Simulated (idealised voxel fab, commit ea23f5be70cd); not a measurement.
process module | voxel ribs on slabs
It is cross-section cut that appears here, measuring 160 nm in width, its square cells being 5 nm in size.
Heads up, the way a cross-section reads in here is a grid of square cells, handed over as bands from the top down, with every band being one or more rows of cells.
Band: top height; bottom height; in nm. Then, left to right: material with width in nm, for each material. "edge to edge": a single material spanning edge to edge. "blank": empty space.
Heights are measured from 0, the level below which the as-received wafer is all one material; the lowest band has no bottom and continues downward, written as in "0 down".
A width given as "30->40" starts at the first number in the band's top row and ends at the second number in its bottom row, shifting by an equal amount at every step from row to row.
For the purposes of this document, the phrase "changes: none" attached to a step denotes that no cell within the cross-section was modified by that step.
So "Sealed void listing" is basically the list of trapped voids: any empty space of 8 cells or more that can't reach the top through an opening. They're written width x height at distance, the distance being from the left edge, and it's all nm.
Formally, on a step line, whatever follows the settings is a remark that the simulator itself makes on the step.
"overlay nm" denotes, for a step that has a mask, the displacement of the mask to the right of its planned place, with negative values corresponding to the left.
This section lists the process steps that were planned
1) RECEIVE [material Si]
2) DIRECTIONAL_DEP [material SiO2] [thk nm 20]
3) DIRECTIONAL_DEP [material polySi] [thk nm 20]
4) PATTERN [tone cover] [mask id RIB] [material resist] [width nm 30] [thk nm 15] [overlay nm 0]
5) DIRECTIONAL_ETCH [etch materials polySi] [depth nm 5]
6) STRIP [etch materials resist]
7) PATTERN [tone cover] [mask id SLAB] [material resist] [width nm 60] [thk nm 20] [overlay nm 0]
8) DIRECTIONAL_ETCH [etch materials polySi] [depth nm 15]
9) STRIP [etch materials resist]
10) FILL_DEP [material SiO2] [thk nm 20]
11) CMP [height nm 50]
12) DIRECTIONAL_DEP [material TiN] [thk nm 10]
13) PATTERN [tone cover] [mask id HEATER] [material resist] [width nm 40] [thk nm 15] [overlay nm -15]
14) DIRECTIONAL_ETCH [etch materials TiN] [depth nm 10]
15) STRIP [etch materials resist]
16) CONFORMAL_DEP [material SiO2] [thk nm 5]
Wafer-to-wafer difference: overlay nm, step 13. Common start. Plan = first wafer's value.
Cross-section, first of several wafers, as delivered after step 1
- 0 down = Si edge to edge
- Sealed void listing: none
Note: the following table is arranged by wafer, a row apiece. Each row reports the end-of-module state: per material, cells gained (+) or cells lost (-) compared with the wafer as received; closed voids follow
overlay nm -15; +314 SiO2; +16 TiN; +42 polySi; Sealed void listing: none
overlay nm -10; +314 SiO2; +16 TiN; +42 polySi; Sealed void listing: none
overlay nm -5; +314 SiO2; +16 TiN; +42 polySi; Sealed void listing: none
overlay nm 0; +314 SiO2; +16 TiN; +42 polySi; Sealed void listing: none
overlay nm 5; +314 SiO2; +16 TiN; +42 polySi; Sealed void listing: none
overlay nm 10; +314 SiO2; +16 TiN; +42 polySi; Sealed void listing: none
overlay nm 15; +314 SiO2; +16 TiN; +42 polySi; Sealed void listing: none
